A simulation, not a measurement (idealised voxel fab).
The following process module bears the name voxel ribs on slabs.
For reference, the cross-section in this document is cut, with width 270 nm and square cells of 5 nm.
We lay out every cross-section as a grid of square cells and spell it out in bands from the top down, where one band means one or more rows of cells.
It is stipulated that each band's entry specify, in nanometres, the height of the top of the band and then that of its bottom, followed by the materials of the band in left-to-right sequence, each together with its width in nanometres. A single material marked by the word "full width" is understood to fill the band from edge to edge; the word "empty" is understood to denote empty space.
It should be noted that heights are counted from 0, beneath which the wafer as supplied is of one material throughout, and that the lowest band possesses no lower boundary but continues downward, as written in "from 0 down".
Think of "30 to 40" as a width that walks from the first number to the second as you go down the band, top row to bottom row, taking equal-sized steps from row to row.
What does "stayed the same" mean for a step? It means no cell of the cross-section changed in that step.
Reported under the label "Fully sealed voids" are the empty spaces having no open way to the top and comprising 8 cells or more; the notation for each is width x height at distance, in which the distance is measured from the left edge and all three values are in nm.
Past the settings on a step's line: simulator remark, on that step.
overlay nm: step with mask; distance mask lay right of planned place; negative value = left of planned place.
**The steps planned for the process are as follows**
1) RECEIVE [material Si]
2) DIRECTIONAL_DEP [material SiO2] [thk nm 30]
3) DIRECTIONAL_DEP [material SiN] [thk nm 20]
4) DIRECTIONAL_DEP [material aC] [thk nm 10]
5) PATTERN [tone cover] [mask id RIB] [material resist] [width nm 15] [thk nm 30] [overlay nm 0]
6) DIRECTIONAL_ETCH [etch materials aC] [depth nm 10]
7) STRIP [etch materials resist]
8) DIRECTIONAL_ETCH [etch materials SiN] [depth nm 15]
9) STRIP [etch materials aC]
10) MASKED_ETCH [tone cover] [mask id SLAB] [width nm 75] [etch materials SiN] [depth nm 5] [overlay nm 0]
11) FILL_DEP [material SiO2] [thk nm 25]
12) CMP [height nm 70]
13) DIRECTIONAL_DEP [material W] [thk nm 5]
14) MASKED_ETCH [tone cover] [mask id HEATER] [width nm 25] [etch materials W] [depth nm 5] [overlay nm 0]
15) CONFORMAL_DEP [material SiO2] [thk nm 5]
**Cross-section of the wafer as it came to us, i.e., already through step 1**
    from 0 down: Si full width
    Fully sealed voids: none
**Run as planned - first of the two wafers cross-sectioned at the end of the module**
    from 80 to 75: empty=115, then SiO2=35, then empty=120
    from 75 to 70: SiO2=120, then W=25, then SiO2=125
    from 70 to 50: SiO2 full width
    from 50 to 35: SiO2=125, then SiN=15, then SiO2=130
    from 35 to 30: SiO2=95, then SiN=75, then SiO2=100
    from 30 to 0: SiO2 full width
    from 0 down: Si full width
    Fully sealed voids: none
**The second wafer, shown in cross-section after the module: started the same way as the first and given the same plan, yet one mistake crept into how it was run**
    from 80 to 75: empty=115, then SiO2=35, then empty=120
    from 75 to 70: SiO2=120, then W=25, then SiO2=125
    from 70 to 60: SiO2 full width
    from 60 to 45: SiO2=125, then SiN=15, then SiO2=130
    from 45 to 40: SiO2=95, then SiN=75, then SiO2=100
    from 40 to 0: SiO2 full width
    from 0 down: Si full width
    Fully sealed voids: none
What broke from the plan during processing? step 2 went in with a setting other than planned; the actual run was DIRECTIONAL_DEP [material SiO2] [thk nm 40]
The two final wafers agree on how many cells each material fills and disagree on which cells those are.
